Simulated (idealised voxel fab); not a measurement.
Process module name: voxel self aligned vias
Displayed cross-section: cut, width of 175 nm, square cells sized 5 nm.
Cross-section layout: square cells on a grid; listed as bands, top to bottom; a band spans one or more cell rows.
In this notation a band is specified by the heights of its top and bottom, in that order and in nm, after which its materials appear from left to right, each paired with its width in nm. The word "full width" attached to a single material means that material fills the band from edge to edge; the word "empty" stands for empty space.
Heads up on the height convention: 0 is the point under which the incoming wafer is all one material, and the lowest band has no bottom, it just keeps going down, like "top 0, no bottom".
A two-number width, for instance "30->40", indicates that the width is equal to the first number in the top row of the band and to the second number in the bottom row, and that it changes by a constant amount per row of cells.
Take "all unchanged" at face value: in the step it is given for, the cross-section changed in none of its cells.
"Encapsulated voids" specifies each empty space that is not open to the top and that occupies no fewer than 8 cells, using the form width x height at distance, the distance measured from the left edge and all three quantities in nm.
Text after the settings on a step's line: the simulator's own remark on that step.
"overlay nm" on a masked step: distance the mask lay right of its planned place, negative for left.
Process steps (planned):
| 1 | RECEIVE | material Si |
| 2 | CONFORMAL_DEP | material SiO2 | thk nm 15 |
| 3 | CONFORMAL_DEP | material SiCN | thk nm 5 |
| 4 | DIRECTIONAL_DEP | material lowk | thk nm 25 |
| 5 | DIRECTIONAL_DEP | material aC | thk nm 15 |
| 6 | PATTERN | tone open | mask id LINES | material resist | width nm 25 | pitch nm 65 | thk nm 35 | overlay nm 0 |
| 7 | DIRECTIONAL_ETCH | etch materials aC | depth nm 15 |
| 8 | STRIP | etch materials resist |
| 9 | DIRECTIONAL_ETCH | etch materials lowk | depth nm 25 |
| 10 | STRIP | etch materials aC |
| 11 | CONFORMAL_DEP | material TiN | thk nm 5 |
| 12 | FILL_DEP | material W | thk nm 10 |
| 13 | CMP | height nm 45 |
| 14 | SELECTIVE_ETCH | etch materials W Ru TiN | depth nm 5 |
| 15 | FILL_DEP | material SiN | thk nm 5 |
| 16 | CMP | height nm 45 |
| 17 | DIRECTIONAL_DEP | material lowk | thk nm 15 |
| 18 | MASKED_ETCH | tone open | mask id VIAS | width nm 35 | etch materials lowk | depth nm 15 | overlay nm 0 |
| 19 | MASKED_ETCH | tone open | mask id VIAS | width nm 35 | etch materials SiN | depth nm 5 | overlay nm -15 |
| 20 | CONFORMAL_DEP | material TiN | thk nm 5 |
| 21 | FILL_DEP | material Cu | thk nm 5 |
| 22 | CMP | height nm 60 |
| 23 | CONFORMAL_DEP | material SiN | thk nm 5 |
Same starting wafers, different overlay nm at step 19. Plan value belongs to the first wafer.
Sectional view: first of several wafers, as received, after step 1:
    top 0, no bottom | Si full width
    Encapsulated voids: none
At the end of the module, after its last step, step 23, the first of several wafers appears in cross-section as follows:
    top 65, bottom 60 | SiN full width
    top 60, bottom 50 | lowk: 35 / TiN: 5 / Cu: 25 / TiN: 5 / lowk: 105
    top 50, bottom 45 | lowk: 35 / TiN: 10 / Cu: 5 / TiN: 20 / lowk: 105
    top 45, bottom 40 | lowk: 40 / TiN: 15 / SiN: 10 / lowk: 40 / SiN: 25 / lowk: 45
    top 40, bottom 25 | lowk: 40 / TiN: 5 / W: 15 / TiN: 5 / lowk: 40 / TiN: 5 / W: 15 / TiN: 5 / lowk: 45
    top 25, bottom 20 | lowk: 40 / TiN: 25 / lowk: 40 / TiN: 25 / lowk: 45
    top 20, bottom 15 | SiCN full width
    top 15, bottom 0 | SiO2 full width
    top 0, no bottom | Si full width
    Encapsulated voids: none
Cross-section of the last wafer at end of module:
    top 65, bottom 60 | SiN full width
    top 60, bottom 50 | lowk: 35 / TiN: 5 / Cu: 25 / TiN: 5 / lowk: 105
    top 50, bottom 45 | lowk: 35 / TiN: 20 / Cu: 5 / TiN: 10 / lowk: 105
    top 45, bottom 40 | lowk: 40 / SiN: 10 / TiN: 15 / lowk: 40 / SiN: 25 / lowk: 45
    top 40, bottom 25 | lowk: 40 / TiN: 5 / W: 15 / TiN: 5 / lowk: 40 / TiN: 5 / W: 15 / TiN: 5 / lowk: 45
    top 25, bottom 20 | lowk: 40 / TiN: 25 / lowk: 40 / TiN: 25 / lowk: 45
    top 20, bottom 15 | SiCN full width
    top 15, bottom 0 | SiO2 full width
    top 0, no bottom | Si full width
    Encapsulated voids: none
Below, a row for every wafer. Read it as the end-of-module picture: for each material the wafer shows its cells gained (+) or lost (-) since it was received, and then its closed voids:
overlay nm -15, +11 Cu, +35 SiCN, +42 SiN, +105 SiO2, +35 TiN, +18 W, +209 lowk, Encapsulated voids: none
overlay nm -10, +12 Cu, +35 SiCN, +41 SiN, +105 SiO2, +35 TiN, +18 W, +209 lowk, Encapsulated voids: none
overlay nm -5, +13 Cu, +35 SiCN, +40 SiN, +105 SiO2, +35 TiN, +18 W, +209 lowk, Encapsulated voids: none
overlay nm 0, +13 Cu, +35 SiCN, +40 SiN, +105 SiO2, +35 TiN, +18 W, +209 lowk, Encapsulated voids: none
overlay nm 5, +13 Cu, +35 SiCN, +40 SiN, +105 SiO2, +35 TiN, +18 W, +209 lowk, Encapsulated voids: none
overlay nm 10, +12 Cu, +35 SiCN, +41 SiN, +105 SiO2, +35 TiN, +18 W, +209 lowk, Encapsulated voids: none
overlay nm 15, +11 Cu, +35 SiCN, +42 SiN, +105 SiO2, +35 TiN, +18 W, +209 lowk, Encapsulated voids: none
